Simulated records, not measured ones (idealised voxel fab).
The following process module bears the name voxel tone inversion.
cross-section cut | 250 nm wide | cells 5 nm
Cross-section = grid of square cells, listed top down in bands; band = one or more rows. This entry defines a band. It first specifies the height of the band's top and the height of its bottom in nm, and then specifies the band's materials from left to right, stating each material with its width in nm. The word "everywhere" identifies a single material that fills the band from edge to edge, while the word "blank" identifies empty space. We count height from 0. Below that, the starting wafer is all one material. The lowest band never ends at the bottom but goes on down; see "from 0 down" for how that is written. Width "30..40": first value at the band's top row of cells, second value at its bottom row, equal change from row to row. Key: "remains unaltered" - step with no changed cell in the cross-section. What "Closed cavities" gives you is every empty space of 8 cells or more that is cut off from the top. Each appears as width x height at distance, with the distance taken from the left edge and width, height and distance all in nm. It should be noted that, on the line of a given step, the content following the step's settings is a remark produced by the simulator itself with respect to that step. overlay nm: step with mask; distance mask lay right of planned place; negative value = left of planned place.

These are the steps we planned for the process:
- 1: RECEIVE,material Si
- 2: CONFORMAL_DEP,material SiN,thk nm 5
- 3: DIRECTIONAL_DEP,material aC,thk nm 20
- 4: PATTERN,tone cover,mask id POSTS,material resist,width nm 20,pitch nm 45,thk nm 30,overlay nm 0
- 5: DIRECTIONAL_ETCH,etch materials aC,depth nm 20
- 6: STRIP,etch materials resist
- 7: FILL_DEP,material SiO2,thk nm 5
- 8: CMP,height nm 25
- 9: STRIP,etch materials aC
- 10: CONFORMAL_DEP,material TiN,thk nm 5
- 11: FILL_DEP,material W,thk nm 5
- 12: CMP,height nm 25
- 13: CONFORMAL_DEP,material SiCN,thk nm 5

As-received state of the wafer in cross-section, equivalent to post-step 1:
* from 0 down = Si everywhere
* Closed cavities: none

What the wafer looks like in cross-section after this module, when it starts as shown above and follows the plan above but one mistake is made in running it:
* from 30 to 25 = SiCN everywhere
* from 25 to 20 = SiO2 everywhere
* from 20 to 0 = SiO2=90, aC=20, SiO2=25, aC=20, SiO2=95
* from 0 down = Si everywhere
* Closed cavities: none
What broke from the plan during processing? not run: step 2 of the plan (skipped)
